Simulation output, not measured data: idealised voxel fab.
This section sets out a process module, namely voxel transistor to metal.
Square cell edge 5 nm, section width 190 nm, ID cut.
Cross-section layout: square cells on a grid; listed as bands, top to bottom; a band spans one or more cell rows.
In this notation a band is specified by the heights of its top and bottom, in that order and in nm, after which its materials appear from left to right, each paired with its width in nm. The word "edge to edge" attached to a single material means that material fills the band from edge to edge; the word "air" stands for empty space.
Beneath 0, the wafer as received is one material, and that level is where height counting begins. The lowest band goes on downward without a bottom; it is written like "z 0 and below".
Per-row width for "30 to 40": begins at first number (top row of band), ends at second number (bottom row), increment between rows held constant.
Basically "no alterations made" means that step didn't change any cell in the cross-section.
"Closed empty spaces": empty spaces of 8 cells or more with no open way to the top, each given as width x height at distance, distance from the left edge, all in nm.
On each step's line, the part that comes after the settings is the simulator's own comment on the step.
The line of a step may include "overlay nm". On a step with a mask, this value is how far to the right of its planned place the mask lay. A negative value means the mask lay to the left.

## The steps planned for the process are as follows
1 RECEIVE, material Si
2 CONFORMAL_DEP, material SiO2, thk nm 5
3 CONFORMAL_DEP, material SiN, thk nm 10
4 DIRECTIONAL_DEP, material aC, thk nm 10
5 PATTERN, tone cover, mask id ACTIVE, material resist, width nm 115, thk nm 25, overlay nm 0
6 DIRECTIONAL_ETCH, etch materials aC, depth nm 10
7 STRIP, etch materials resist
8 DIRECTIONAL_ETCH, etch materials SiN, depth nm 10
9 DIRECTIONAL_ETCH, etch materials SiO2, depth nm 5
10 DIRECTIONAL_ETCH, etch materials Si, depth nm 35
11 STRIP, etch materials aC
12 FILL_DEP, material SiO2, thk nm 5
13 CMP, height nm 15
14 SELECTIVE_ETCH, etch materials SiO2, depth nm 10
15 STRIP, etch materials SiN
16 SELECTIVE_ETCH, etch materials SiO2, depth nm 5
17 OXIDIZE, depth nm 5
18 DIRECTIONAL_DEP, material polySi, thk nm 25
19 DIRECTIONAL_DEP, material SiCN, thk nm 10
20 MASKED_ETCH, tone cover, mask id GATE, width nm 25, etch materials SiCN, depth nm 20, overlay nm 0
21 MASKED_ETCH, tone cover, mask id GATE, width nm 25, etch materials polySi, depth nm 35, overlay nm 0
22 CONFORMAL_DEP, material SiN, thk nm 10
23 DIRECTIONAL_ETCH, etch materials SiN, depth nm 10
24 DIRECTIONAL_ETCH, etch materials SiO2, depth nm 5
25 EPI, material nSi, thk nm 5
26 FILL_DEP, material SiO2, thk nm 10
27 CMP, height nm 25
28 STRIP, etch materials polySi
29 SELECTIVE_ETCH, etch materials SiO2, depth nm 5
30 CONFORMAL_DEP, material HfO2, thk nm 5
31 CONFORMAL_DEP, material TiN, thk nm 5
32 FILL_DEP, material W, thk nm 5
33 CMP, height nm 20
34 DIRECTIONAL_DEP, material SiO2, thk nm 10
35 PATTERN, tone open, mask id CONTACT, material resist, width nm 20, pitch nm 75, thk nm 20, overlay nm 0
36 DIRECTIONAL_ETCH, etch materials SiO2, depth nm 30
37 STRIP, etch materials resist
38 CONFORMAL_DEP, material TiN, thk nm 5
39 FILL_DEP, material W, thk nm 10
40 CMP, height nm 30
41 DIRECTIONAL_DEP, material TiN, thk nm 5
42 DIRECTIONAL_DEP, material Ru, thk nm 15
43 PATTERN, tone cover, mask id METAL_1, material resist, width nm 20, pitch nm 75, thk nm 15, overlay nm 0
44 DIRECTIONAL_ETCH, etch materials Ru, depth nm 15
45 DIRECTIONAL_ETCH, etch materials TiN, depth nm 5
46 STRIP, etch materials resist
47 CONFORMAL_DEP, material SiN, thk nm 5
48 FILL_DEP, material lowk, thk nm 5
49 CMP, height nm 50
50 CONFORMAL_DEP, material SiN, thk nm 5

## Received-state cross-section, reflecting completion of step 1
	z 0 and below | Si edge to edge
	Closed empty spaces: none

## Cross-section taken at module completion on the first of two wafers; processed per the plan
	z 55 to 50 | SiN edge to edge
	z 50 to 35 | lowk 40; SiN 5; Ru 20; SiN 5; lowk 45; SiN 5; Ru 20; SiN 5; lowk 45
	z 35 to 30 | SiN 45; TiN 20; SiN 55; TiN 20; SiN 50
	z 30 to 20 | SiO2 45; TiN 5; W 10; TiN 5; SiO2 55; TiN 5; W 10; TiN 5; SiO2 50
	z 20 to 5 | SiO2 45; TiN 5; W 10; TiN 5; SiO2 5; SiN 10; HfO2 5; TiN 5; W 5; TiN 5; HfO2 5; SiN 10; SiO2 5; TiN 5; W 10; TiN 5; SiO2 50
	z 5 to 0 | SiO2 45; TiN 20; SiO2 5; SiN 10; HfO2 5; TiN 15; HfO2 5; SiN 10; SiO2 5; TiN 20; SiO2 50
	z 0 to -5 | SiO2 30; nSi 40; SiO2 5; HfO2 35; SiO2 5; nSi 40; SiO2 35
	z -5 to -35 | SiO2 35; Si 115; SiO2 40
	z -35 and below | Si edge to edge
	Closed empty spaces: none

## So this is wafer number two of the two, cut at the end of the module - it started where the first did and had the same plan, we just got one thing wrong running it
	z 55 to 50 | SiN edge to edge
	z 50 to 35 | lowk 40; W 5; Ru 20; W 5; lowk 45; W 5; Ru 20; W 5; lowk 45
	z 35 to 30 | W 45; TiN 20; W 55; TiN 20; W 50
	z 30 to 20 | SiO2 45; TiN 5; W 10; TiN 5; SiO2 55; TiN 5; W 10; TiN 5; SiO2 50
	z 20 to 5 | SiO2 45; TiN 5; W 10; TiN 5; SiO2 5; SiN 10; HfO2 5; TiN 5; W 5; TiN 5; HfO2 5; SiN 10; SiO2 5; TiN 5; W 10; TiN 5; SiO2 50
	z 5 to 0 | SiO2 45; TiN 20; SiO2 5; SiN 10; HfO2 5; TiN 15; HfO2 5; SiN 10; SiO2 5; TiN 20; SiO2 50
	z 0 to -5 | SiO2 30; nSi 40; SiO2 5; HfO2 35; SiO2 5; nSi 40; SiO2 35
	z -5 to -35 | SiO2 35; Si 115; SiO2 40
	z -35 and below | Si edge to edge
	Closed empty spaces: none
Which mistake was made when the wafer was run? step 47: run off-plan, actual operation and settings CONFORMAL_DEP, material W, thk nm 5
Final tally in cells, some materials are higher or lower on the second wafer than on the first: -42 SiN; +42 W
